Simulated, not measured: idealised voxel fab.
process module | voxel self aligned contacts
cross-section cut | 165 nm wide | cells 5 nm
A cross-section is a grid of square cells, given in bands from the top down. A band is one or more rows of cells.
Each band's line starts with the height of the band's top and of its bottom, in nm. Then come its materials from left to right, each with its width in nm. One material with "throughout" fills the band from edge to edge. "air" is empty space.
Height 0 is the level under which the wafer as received is all one material. The lowest band goes on downwards, as in "0 down".
A width such as "30 to 40" changes by the same amount from each row of cells to the next, from the band's top row to its bottom row.
"no change" after a step means that no cell of the cross-section changed.
closed voids: empty space of 8 cells or more with no open way to the top, each as width x height at its distance from the left edge, in nm
after a step's settings: what the simulator itself notes on the step
overlay nm, on a step with a mask: how far to the right of its planned place the mask lay; to the left if negative
plan
1 op RECEIVE | material Si
2 op CONFORMAL_DEP | material SiO2 | thk nm 5
3 op DIRECTIONAL_DEP | material polySi | thk nm 30
4 op DIRECTIONAL_DEP | material SiN | thk nm 15
5 op MASKED_ETCH | tone cover | mask id GATE | width nm 35 | pitch nm 70 | etch materials SiN | depth nm 15 | overlay nm 0
6 op MASKED_ETCH | tone cover | mask id GATE | width nm 35 | pitch nm 70 | etch materials polySi | depth nm 30 | overlay nm 0
7 op CONFORMAL_DEP | material SiN | thk nm 5
8 op DIRECTIONAL_ETCH | etch materials SiN | depth nm 5
9 op FILL_DEP | material SiO2 | thk nm 15
10 op CMP | height nm 55
11 op MASKED_ETCH | tone open | mask id CONTACT | width nm 45 | etch materials SiO2 | depth nm 55 | overlay nm 0
12 op CONFORMAL_DEP | material TiN | thk nm 5
13 op FILL_DEP | material Ru | thk nm 10
14 op CMP | height nm 55
15 op CONFORMAL_DEP | material SiCN | thk nm 5
as received, after step 1
  0 down: Si throughout
  closed voids: none
first wafer at the end, as planned
  60 to 55: SiCN throughout
  55 to 50: SiO2 60 | TiN 15 | Ru 15 | TiN 15 | SiO2 60
  50 to 35: SiO2 25 | SiN 45 | TiN 5 | Ru 15 | TiN 5 | SiN 45 | SiO2 25
  35 to 5: SiO2 25 | SiN 5 | polySi 35 | SiN 5 | TiN 5 | Ru 15 | TiN 5 | SiN 5 | polySi 35 | SiN 5 | SiO2 25
  5 to 0: SiO2 70 | TiN 25 | SiO2 70
  0 down: Si throughout
  closed voids: none
second wafer at the end: like start, like plan, one mistake
  60 to 55: SiCN throughout
  55 to 50: Ru 20 | TiN 40 | SiO2 45 | TiN 40 | Ru 20
  50 to 35: Ru 20 | TiN 5 | SiN 45 | SiO2 25 | SiN 45 | TiN 5 | Ru 20
  35 to 5: Ru 20 | TiN 5 | SiN 5 | polySi 35 | SiN 5 | SiO2 25 | SiN 5 | polySi 35 | SiN 5 | TiN 5 | Ru 20
  5 to 0: TiN 25 | SiO2 115 | TiN 25
  0 down: Si throughout
  closed voids: none
what went wrong: step 11 ran as: op MASKED_ETCH | tone cover | mask id CONTACT | width nm 45 | etch materials SiO2 | depth nm 55 | overlay nm 0
at the end the second wafer has, in cells: 50 more of Ru | 65 fewer of SiO2 | 15 more of TiN
